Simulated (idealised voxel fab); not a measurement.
Process module under the name voxel gate over fins
Section cut is 290 nm wide and gridded with 5 nm square cells.
Cross-section layout: square cells on a grid; listed as bands, top to bottom; a band spans one or more cell rows.
Top, bottom (nm), then materials left to right with widths (nm); lone material tagged "edge to edge" fills the whole band edge to edge; "blank" = empty space.
A quick word on heights: they are counted from 0, and under that level the wafer as it came to us is one material throughout. The lowest band is different from the rest in having no bottom; it simply continues downward, written as in "z 0 and below".
The width entry "30..40" should be interpreted row by row: the top row of cells in the band takes the first number, the bottom row takes the second number, and the change between adjacent rows is uniform throughout.
Where a step carries "nothing got changed", the cross-section came out of it unchanged, cell for cell.
The list in "Cavities, sealed" covers empty spaces of 8 cells or more that cannot reach the top through any open way, and it gives each as width x height at distance; the distance is from the left edge, and width, height and distance are in nm.
Text after the settings on a step's line: the simulator's own remark on that step.
Regarding "overlay nm": on a step with a mask, it is the distance the mask lay to the right of its planned place; a negative value places it to the left.
Guide to the pairs. Each holds a before and an after cross-section around one process step; the after cross-section is cut off at the lowest band that changed. Look under the pair for the step between them and its settings. Pairs can come from different runs of this module on the same starting wafer, so a pair follows on from the one above it only where its entry headed "Pre-step geometry" says it does.

# Pre-step geometry
> z 5 to 0 | HfO2 75 nm; blank 15 nm; HfO2 25 nm; blank 15 nm; HfO2 25 nm; blank 15 nm; HfO2 25 nm; blank 15 nm; HfO2 80 nm
> z 0 to -10 | Si 70 nm; HfO2 5 nm; blank 15 nm; HfO2 5 nm; Si 15 nm; HfO2 5 nm; blank 15 nm; HfO2 5 nm; Si 15 nm; HfO2 5 nm; blank 15 nm; HfO2 5 nm; Si 15 nm; HfO2 5 nm; blank 15 nm; HfO2 5 nm; Si 75 nm
> z -10 to -15 | Si 70 nm; HfO2 25 nm; Si 15 nm; HfO2 25 nm; Si 15 nm; HfO2 25 nm; Si 15 nm; HfO2 25 nm; Si 75 nm
> z -15 to -40 | Si 70 nm; SiO2 25 nm; Si 15 nm; SiO2 25 nm; Si 15 nm; SiO2 25 nm; Si 15 nm; SiO2 25 nm; Si 75 nm
> z -40 and below | Si edge to edge
> Cavities, sealed: none

# Resulting Structure
> z 10 to 5 | TiN 80 nm; blank 5 nm; TiN 35 nm; blank 5 nm; TiN 35 nm; blank 5 nm; TiN 35 nm; blank 5 nm; TiN 85 nm
> z 5 to 0 | HfO2 75 nm; TiN 5 nm; blank 5 nm; TiN 5 nm; HfO2 25 nm; TiN 5 nm; blank 5 nm; TiN 5 nm; HfO2 25 nm; TiN 5 nm; blank 5 nm; TiN 5 nm; HfO2 25 nm; TiN 5 nm; blank 5 nm; TiN 5 nm; HfO2 80 nm
> z 0 to -5 | Si 70 nm; HfO2 5 nm; TiN 5 nm; blank 5 nm; TiN 5 nm; HfO2 5 nm; Si 15 nm; HfO2 5 nm; TiN 5 nm; blank 5 nm; TiN 5 nm; HfO2 5 nm; Si 15 nm; HfO2 5 nm; TiN 5 nm; blank 5 nm; TiN 5 nm; HfO2 5 nm; Si 15 nm; HfO2 5 nm; TiN 5 nm; blank 5 nm; TiN 5 nm; HfO2 5 nm; Si 75 nm
> z -5 to -10 | Si 70 nm; HfO2 5 nm; TiN 15 nm; HfO2 5 nm; Si 15 nm; HfO2 5 nm; TiN 15 nm; HfO2 5 nm; Si 15 nm; HfO2 5 nm; TiN 15 nm; HfO2 5 nm; Si 15 nm; HfO2 5 nm; TiN 15 nm; HfO2 5 nm; Si 75 nm
> Unchanged below -10.
> Cavities, sealed: none
Applied between the two views above: op CONFORMAL_DEP | material TiN | thk nm 5

Pre-step geometry: = after-state of the pair above.

# Resulting Structure
> z 25 to 10 | W edge to edge
> z 10 to 5 | TiN 80 nm; W 5 nm; TiN 35 nm; W 5 nm; TiN 35 nm; W 5 nm; TiN 35 nm; W 5 nm; TiN 85 nm
> z 5 to 0 | HfO2 75 nm; TiN 5 nm; W 5 nm; TiN 5 nm; HfO2 25 nm; TiN 5 nm; W 5 nm; TiN 5 nm; HfO2 25 nm; TiN 5 nm; W 5 nm; TiN 5 nm; HfO2 25 nm; TiN 5 nm; W 5 nm; TiN 5 nm; HfO2 80 nm
> z 0 to -5 | Si 70 nm; HfO2 5 nm; TiN 5 nm; W 5 nm; TiN 5 nm; HfO2 5 nm; Si 15 nm; HfO2 5 nm; TiN 5 nm; W 5 nm; TiN 5 nm; HfO2 5 nm; Si 15 nm; HfO2 5 nm; TiN 5 nm; W 5 nm; TiN 5 nm; HfO2 5 nm; Si 15 nm; HfO2 5 nm; TiN 5 nm; W 5 nm; TiN 5 nm; HfO2 5 nm; Si 75 nm
> Unchanged below -5.
> Cavities, sealed: none
Applied between the two views above: op FILL_DEP | material W | thk nm 15

Pre-step geometry: = after-state of the pair above.

# Resulting Structure
> z 20 to 10 | W edge to edge
> Unchanged below 10.
> Cavities, sealed: none
Applied between the two views above: op CMP | height nm 20

Pre-step geometry: = after-state of the pair above.

# Resulting Structure
> z 30 to 20 | SiN edge to edge
> Unchanged below 20.
> Cavities, sealed: none
Applied between the two views above: op CONFORMAL_DEP | material SiN | thk nm 10
